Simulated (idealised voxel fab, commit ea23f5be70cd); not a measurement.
Process module heading - voxel released beams
This is section cut - it's 210 nm across, gridded in 5 nm square cells.
Heads up, the way a cross-section reads in here is a grid of square cells, handed over as bands from the top down, with every band being one or more rows of cells. In this notation a band is specified by the heights of its top and bottom, in that order and in nm, after which its materials appear from left to right, each paired with its width in nm. The word "throughout" attached to a single material means that material fills the band from edge to edge; the word "empty" stands for empty space. All heights in this document are referenced to 0, defined as the level beneath which the wafer, as received, consists entirely of one material. The lowest band is not bounded below; it extends indefinitely downward and is written in the form "0..down". You'd read "30 to 40" like this: the band's top row of cells is as wide as the first number, its bottom row is as wide as the second, and going down, every row changes width by the same amount as the row before did. Any step labelled "nothing was modified" changed none of the cells in the cross-section. Any empty space of 8 cells or more lacking an open way to the top shows up in "Enclosed void listing" as width x height at distance, distance from the left edge, in nm. Heads up: the bit after the settings on a step's line is the simulator's remark on that step. The setting "overlay nm" may be written on the line of a step. When the step uses a mask, the value reports how far to the right of the planned place the mask lay, and a negative value reports that it lay to the left.

Process steps (planned)
step 1: RECEIVE (material Si)
step 2: CONFORMAL_DEP (material Al2O3; thk nm 10)
step 3: DIRECTIONAL_DEP (material SiO2; thk nm 15)
step 4: MASKED_ETCH (tone open; mask id ANCHOR; width nm 40; etch materials SiO2; depth nm 15; overlay nm 0)
step 5: CONFORMAL_DEP (material SiN; thk nm 15)
step 6: MASKED_ETCH (tone cover; mask id BEAM; width nm 125; etch materials SiN; depth nm 15; overlay nm 0)
step 7: STRIP (etch materials SiO2)

First of two wafers - as planned

Received-state cross-section, reflecting completion of step 1
0..down | Si throughout
Enclosed void listing: none

After step 2
10..0 | Al2O3 throughout
Beneath the level 0, the cross-section is identical to its previous state.

After step 3
25..10 | SiO2 throughout
Beneath the level 10, the cross-section is identical to its previous state.

After step 4
25..10 | 45 nm SiO2, then 40 nm empty, then 125 nm SiO2
Beneath the level 10, the cross-section is identical to its previous state.

After step 5
40..25 | 60 nm SiN, then 10 nm empty, then 140 nm SiN
25..10 | 45 nm SiO2, then 40 nm SiN, then 125 nm SiO2
Beneath the level 10, the cross-section is identical to its previous state.

After step 6
40..25 | 40 nm empty, then 20 nm SiN, then 10 nm empty, then 95 nm SiN, then 45 nm empty
Beneath the level 25, the cross-section is identical to its previous state.

After step 7
40..25 | 40 nm empty, then 20 nm SiN, then 10 nm empty, then 95 nm SiN, then 45 nm empty
25..10 | 45 nm empty, then 40 nm SiN, then 125 nm empty
Beneath the level 10, the cross-section is identical to its previous state.

Wafer two. Identical start, identical plan. One mistake in execution. Identical history through step 2

At the planned end of step 3, the second wafer in cross-section
25..10 | SiN throughout
Beneath the level 10, the cross-section is identical to its previous state.

At the planned end of step 4, the second wafer in cross-section: nothing was modified

At the planned end of step 5, the second wafer in cross-section
40..10 | SiN throughout
Beneath the level 10, the cross-section is identical to its previous state.

At the planned end of step 6, the second wafer in cross-section
40..25 | 40 nm empty, then 125 nm SiN, then 45 nm empty
Beneath the level 25, the cross-section is identical to its previous state.

At the planned end of step 7, the second wafer in cross-section: nothing was modified
Which mistake was made when the wafer was run? step 3 did not happen as planned, as run it was DIRECTIONAL_DEP (material SiN; thk nm 15)
End check, counted in cells, second wafer has more or fewer of these materials than the first: +108 SiN
